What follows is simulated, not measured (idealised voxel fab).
Presented below is a process module, voxel self aligned vias.
The width of the displayed cross-section, cut, is 220 nm; its cells are square, with a size of 5 nm.
Cross-section layout: square cells on a grid; listed as bands, top to bottom; a band spans one or more cell rows. Quick guide to a band line: top height, bottom height (nm) up front; then every material left to right with its width in nm. Only one material and it's marked "everywhere"? Then it fills the band edge to edge. And "blank" just means empty space. Ref level 0: as-received wafer is one material below here. Bottom band extends down with no lower bound ("0 -> down"). Width "30 to 40": first value at the band's top row of cells, second value at its bottom row, equal change from row to row. Reading "nothing got changed" for a step: not a cell of the cross-section changed in it. In the "Fully sealed voids" entry, you get each enclosed empty space of 8 cells or more, one with no open way to the top, written width x height at distance, distance from the left edge, in nm. It should be noted that, on the line of a given step, the content following the step's settings is a remark produced by the simulator itself with respect to that step. overlay nm, on a step with a mask: how far to the right of its planned place the mask lay; to the left if negative.
List of planned process steps
1. op RECEIVE | material Si
2. op CONFORMAL_DEP | material SiO2 | thk nm 10
3. op CONFORMAL_DEP | material SiCN | thk nm 5
4. op DIRECTIONAL_DEP | material lowk | thk nm 25
5. op MASKED_ETCH | tone open | mask id LINES | width nm 20 | pitch nm 60 | etch materials lowk | depth nm 25 | overlay nm 0
6. op CONFORMAL_DEP | material TiN | thk nm 5
7. op FILL_DEP | material W | thk nm 5
8. op CMP | height nm 40
9. op SELECTIVE_ETCH | etch materials W Ru TiN | depth nm 5
10. op FILL_DEP | material SiN | thk nm 10
11. op CMP | height nm 40
12. op DIRECTIONAL_DEP | material lowk | thk nm 20
13. op MASKED_ETCH | tone open | mask id VIAS | width nm 40 | pitch nm 60 | etch materials lowk | depth nm 20 | overlay nm 0
14. op MASKED_ETCH | tone open | mask id VIAS | width nm 40 | pitch nm 60 | etch materials SiN | depth nm 5 | overlay nm 0
15. op CONFORMAL_DEP | material TiN | thk nm 5
16. op FILL_DEP | material W | thk nm 5
17. op CMP | height nm 60
18. op CONFORMAL_DEP | material SiN | thk nm 5
On the first of the two wafers: run conducted according to plan
Here's what the wafer looked like in cross-section when it arrived - that's after step 1
- 0 -> down = Si everywhere
- Fully sealed voids: none
Cross-section of the wafer subsequent to step 2
- 10 -> 0 = SiO2 everywhere
- Below 0 it's all the same as before, nothing changed down there.
Cross-section of the wafer subsequent to step 3
- 15 -> 10 = SiCN everywhere
- Below 10 it's all the same as before, nothing changed down there.
Cross-section of the wafer subsequent to step 4
- 40 -> 15 = lowk everywhere
- Below 15 it's all the same as before, nothing changed down there.
Cross-section of the wafer subsequent to step 5
- 40 -> 15 = 70 lowk | 20 blank | 40 lowk | 20 blank | 70 lowk
- Below 15 it's all the same as before, nothing changed down there.
Cross-section of the wafer subsequent to step 6
- 45 -> 40 = 75 TiN | 10 blank | 50 TiN | 10 blank | 75 TiN
- 40 -> 20 = 70 lowk | 5 TiN | 10 blank | 5 TiN | 40 lowk | 5 TiN | 10 blank | 5 TiN | 70 lowk
- 20 -> 15 = 70 lowk | 20 TiN | 40 lowk | 20 TiN | 70 lowk
- Below 15 it's all the same as before, nothing changed down there.
Cross-section of the wafer subsequent to step 7
- 50 -> 45 = W everywhere
- 45 -> 40 = 75 TiN | 10 W | 50 TiN | 10 W | 75 TiN
- 40 -> 20 = 70 lowk | 5 TiN | 10 W | 5 TiN | 40 lowk | 5 TiN | 10 W | 5 TiN | 70 lowk
- Below 20 it's all the same as before, nothing changed down there.
Cross-section of the wafer subsequent to step 8
- 40 -> 20 = 70 lowk | 5 TiN | 10 W | 5 TiN | 40 lowk | 5 TiN | 10 W | 5 TiN | 70 lowk
- Below 20 it's all the same as before, nothing changed down there.
Cross-section of the wafer subsequent to step 9
- 40 -> 35 = 70 lowk | 20 blank | 40 lowk | 20 blank | 70 lowk
- Below 35 it's all the same as before, nothing changed down there.
Cross-section of the wafer subsequent to step 10
- 50 -> 40 = SiN everywhere
- 40 -> 35 = 70 lowk | 20 SiN | 40 lowk | 20 SiN | 70 lowk
- Below 35 it's all the same as before, nothing changed down there.
Cross-section of the wafer subsequent to step 11
- 40 -> 35 = 70 lowk | 20 SiN | 40 lowk | 20 SiN | 70 lowk
- Below 35 it's all the same as before, nothing changed down there.
Cross-section of the wafer subsequent to step 12
- 60 -> 40 = lowk everywhere
- Below 40 it's all the same as before, nothing changed down there.
Cross-section of the wafer subsequent to step 13
- 60 -> 40 = 60 lowk | 40 blank | 20 lowk | 40 blank | 60 lowk
- Below 40 it's all the same as before, nothing changed down there.
Cross-section of the wafer subsequent to step 14
- 60 -> 40 = 60 lowk | 40 blank | 20 lowk | 40 blank | 60 lowk
- 40 -> 35 = 70 lowk | 20 blank | 40 lowk | 20 blank | 70 lowk
- Below 35 it's all the same as before, nothing changed down there.
Cross-section of the wafer subsequent to step 15
- 65 -> 60 = 65 TiN | 30 blank | 30 TiN | 30 blank | 65 TiN
- 60 -> 45 = 60 lowk | 5 TiN | 30 blank | 5 TiN | 20 lowk | 5 TiN | 30 blank | 5 TiN | 60 lowk
- 45 -> 40 = 60 lowk | 15 TiN | 10 blank | 15 TiN | 20 lowk | 15 TiN | 10 blank | 15 TiN | 60 lowk
- 40 -> 35 = 70 lowk | 20 TiN | 40 lowk | 20 TiN | 70 lowk
- Below 35 it's all the same as before, nothing changed down there.
Cross-section of the wafer subsequent to step 16
- 70 -> 65 = W everywhere
- 65 -> 60 = 65 TiN | 30 W | 30 TiN | 30 W | 65 TiN
- 60 -> 45 = 60 lowk | 5 TiN | 30 W | 5 TiN | 20 lowk | 5 TiN | 30 W | 5 TiN | 60 lowk
- 45 -> 40 = 60 lowk | 15 TiN | 10 W | 15 TiN | 20 lowk | 15 TiN | 10 W | 15 TiN | 60 lowk
- Below 40 it's all the same as before, nothing changed down there.
Cross-section of the wafer subsequent to step 17
- 60 -> 45 = 60 lowk | 5 TiN | 30 W | 5 TiN | 20 lowk | 5 TiN | 30 W | 5 TiN | 60 lowk
- Below 45 it's all the same as before, nothing changed down there.
Cross-section of the wafer subsequent to step 18
- 65 -> 60 = SiN everywhere
- Below 60 it's all the same as before, nothing changed down there.
Second Wafer (Identical Start and Plan, One Processing Error; Matches First Wafer Through Step 11)
Second wafer at the planned finish of step 12, seen in cross-section
- 60 -> 40 = W everywhere
- Below 40 it's all the same as before, nothing changed down there.
Second wafer at the planned finish of step 13, seen in cross-section: nothing got changed
Second wafer at the planned finish of step 14, seen in cross-section: nothing got changed
Second wafer at the planned finish of step 15, seen in cross-section
- 65 -> 60 = TiN everywhere
- Below 60 it's all the same as before, nothing changed down there.
Second wafer at the planned finish of step 16, seen in cross-section
- 70 -> 65 = W everywhere
- Below 65 it's all the same as before, nothing changed down there.
Second wafer at the planned finish of step 17, seen in cross-section
- 60 -> 40 = W everywhere
- Below 40 it's all the same as before, nothing changed down there.
Second wafer at the planned finish of step 18, seen in cross-section
- 65 -> 60 = SiN everywhere
- Below 60 it's all the same as before, nothing changed down there.
What was done differently from what was planned? heads up, step 12 didn't go per plan, it actually ran as op DIRECTIONAL_DEP | material W | thk nm 20
The closing comparison, in cells, has the second wafer with more or fewer of some materials than the first: SiN +8, TiN -32, W +136, lowk -112
